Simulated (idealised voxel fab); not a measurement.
process module | voxel ribs on slabs
Each square cell in cross-section cut measures 5 nm, and the section as a whole is 185 nm wide.
A cross-section in this document is a grid of square cells, and it is written down as bands, the top band listed before the ones below it; a band is made up of one or more rows of cells.
The entry gives the band's vertical extent as a top height and a bottom height in nm, then its horizontal make-up as materials from left to right, each with a width in nm. "empty" stands for empty space; a single material marked "full width" fills the band edge to edge.
The reference from which all heights are counted is 0, the level beneath which the as-received wafer is entirely one material; the lowest band, having no lower bound, proceeds downward and is written after the example "from 0 down".
Width "30->40": first value at the band's top row of cells, second value at its bottom row, equal change from row to row.
"identical to before" after a step means that no cell of the cross-section changed.
The entry "Sealed cavities" lists the empty spaces that cover at least 8 cells and have no open path to the top. Each is written as width x height at distance, where the distance is measured from the left edge and all three values are in nm.
Read whatever lies past the settings on a step's line as the simulator's own remark about the step.
If you see "overlay nm" on a step's line and that step has a mask, it's telling you how far right of where it was planned the mask ended up; a negative number means it went left instead.

# List of planned process steps
1: RECEIVE with material Si
2: DIRECTIONAL_DEP with material SiO2, thk nm 30
3: DIRECTIONAL_DEP with material polySi, thk nm 20
4: MASKED_ETCH with tone cover, mask id RIB, width nm 20, etch materials polySi, depth nm 5, overlay nm 0
5: DIRECTIONAL_DEP with material aC, thk nm 15
6: PATTERN with tone cover, mask id SLAB, material resist, width nm 50, thk nm 30, overlay nm 0
7: DIRECTIONAL_ETCH with etch materials aC, depth nm 15
8: STRIP with etch materials resist
9: DIRECTIONAL_ETCH with etch materials polySi, depth nm 15
10: STRIP with etch materials aC
11: FILL_DEP with material SiO2, thk nm 20
12: CMP with height nm 60
13: DIRECTIONAL_DEP with material W, thk nm 5
14: MASKED_ETCH with tone cover, mask id HEATER, width nm 30, etch materials W, depth nm 5, overlay nm 0
15: CONFORMAL_DEP with material SiO2, thk nm 5

# What follows covers the first of two wafers; it ran as planned

# Here's what the wafer looked like in cross-section when it arrived - that's after step 1
	from 0 down | Si full width
	Sealed cavities: none

# How the wafer stands in section after step 2
	from 30 to 0 | SiO2 full width
	Anything lower than 0 is untouched.

# How the wafer stands in section after step 3
	from 50 to 30 | polySi full width
	Anything lower than 30 is untouched.

# How the wafer stands in section after step 4
	from 50 to 45 | empty (80) | polySi (20) | empty (85)
	Anything lower than 45 is untouched.

# How the wafer stands in section after step 5
	from 65 to 60 | empty (80) | aC (20) | empty (85)
	from 60 to 50 | aC full width
	from 50 to 45 | aC (80) | polySi (20) | aC (85)
	Anything lower than 45 is untouched.

# How the wafer stands in section after step 6
	from 95 to 65 | empty (65) | resist (50) | empty (70)
	from 65 to 60 | empty (65) | resist (15) | aC (20) | resist (15) | empty (70)
	Anything lower than 60 is untouched.

# How the wafer stands in section after step 7
	from 80 to 65 | empty (65) | resist (50) | empty (70)
	from 65 to 60 | empty (65) | resist (15) | aC (20) | resist (15) | empty (70)
	from 60 to 50 | empty (65) | aC (50) | empty (70)
	from 50 to 45 | empty (65) | aC (15) | polySi (20) | aC (15) | empty (70)
	Anything lower than 45 is untouched.

# How the wafer stands in section after step 8
	from 65 to 60 | empty (80) | aC (20) | empty (85)
	Anything lower than 60 is untouched.

# How the wafer stands in section after step 9
	from 65 to 60 | empty (80) | aC (20) | empty (85)
	from 60 to 50 | empty (65) | aC (50) | empty (70)
	from 50 to 45 | empty (65) | aC (15) | polySi (20) | aC (15) | empty (70)
	from 45 to 30 | empty (65) | polySi (50) | empty (70)
	Anything lower than 30 is untouched.

# How the wafer stands in section after step 10
	from 50 to 45 | empty (80) | polySi (20) | empty (85)
	Anything lower than 45 is untouched.

# How the wafer stands in section after step 11
	from 70 to 50 | SiO2 full width
	from 50 to 45 | SiO2 (80) | polySi (20) | SiO2 (85)
	from 45 to 30 | SiO2 (65) | polySi (50) | SiO2 (70)
	Anything lower than 30 is untouched.

# How the wafer stands in section after step 12
	from 60 to 50 | SiO2 full width
	Anything lower than 50 is untouched.

# How the wafer stands in section after step 13
	from 65 to 60 | W full width
	Anything lower than 60 is untouched.

# How the wafer stands in section after step 14
	from 65 to 60 | empty (75) | W (30) | empty (80)
	Anything lower than 60 is untouched.

# How the wafer stands in section after step 15
	from 70 to 65 | empty (70) | SiO2 (40) | empty (75)
	from 65 to 60 | SiO2 (75) | W (30) | SiO2 (80)
	Anything lower than 60 is untouched.

# Second wafer - shared start and plan with the first - one error in running - same as the first up to step 2 inclusive

# X-section, second wafer, when step 3 was due to finish
	from 70 to 30 | polySi full width
	Anything lower than 30 is untouched.

# X-section, second wafer, when step 4 was due to finish
	from 70 to 65 | empty (80) | polySi (20) | empty (85)
	Anything lower than 65 is untouched.

# X-section, second wafer, when step 5 was due to finish
	from 85 to 80 | empty (80) | aC (20) | empty (85)
	from 80 to 70 | aC full width
	from 70 to 65 | aC (80) | polySi (20) | aC (85)
	Anything lower than 65 is untouched.

# X-section, second wafer, when step 6 was due to finish
	from 115 to 85 | empty (65) | resist (50) | empty (70)
	from 85 to 80 | empty (65) | resist (15) | aC (20) | resist (15) | empty (70)
	Anything lower than 80 is untouched.

# X-section, second wafer, when step 7 was due to finish
	from 100 to 85 | empty (65) | resist (50) | empty (70)
	from 85 to 80 | empty (65) | resist (15) | aC (20) | resist (15) | empty (70)
	from 80 to 70 | empty (65) | aC (50) | empty (70)
	from 70 to 65 | empty (65) | aC (15) | polySi (20) | aC (15) | empty (70)
	Anything lower than 65 is untouched.

# X-section, second wafer, when step 8 was due to finish
	from 85 to 80 | empty (80) | aC (20) | empty (85)
	Anything lower than 80 is untouched.

# X-section, second wafer, when step 9 was due to finish
	from 85 to 80 | empty (80) | aC (20) | empty (85)
	from 80 to 70 | empty (65) | aC (50) | empty (70)
	from 70 to 65 | empty (65) | aC (15) | polySi (20) | aC (15) | empty (70)
	from 65 to 50 | empty (65) | polySi (50) | empty (70)
	Anything lower than 50 is untouched.

# X-section, second wafer, when step 10 was due to finish
	from 70 to 65 | empty (80) | polySi (20) | empty (85)
	Anything lower than 65 is untouched.

# X-section, second wafer, when step 11 was due to finish
	from 90 to 70 | SiO2 full width
	from 70 to 65 | SiO2 (80) | polySi (20) | SiO2 (85)
	from 65 to 50 | SiO2 (65) | polySi (50) | SiO2 (70)
	Anything lower than 50 is untouched.

# X-section, second wafer, when step 12 was due to finish
	from 60 to 50 | SiO2 (65) | polySi (50) | SiO2 (70)
	Anything lower than 50 is untouched.

# X-section, second wafer, when step 13 was due to finish
	from 65 to 60 | W full width
	Anything lower than 60 is untouched.

# X-section, second wafer, when step 14 was due to finish
	from 65 to 60 | empty (75) | W (30) | empty (80)
	Anything lower than 60 is untouched.

# X-section, second wafer, when step 15 was due to finish
	from 70 to 65 | empty (70) | SiO2 (40) | empty (75)
	from 65 to 60 | SiO2 (75) | W (30) | SiO2 (80)
	Anything lower than 60 is untouched.
So what did we get wrong on this run? step 3 was run twice
Wafer comparison, final, in cells, second relative to first, materials more or fewer: -134 SiO2, +134 polySi
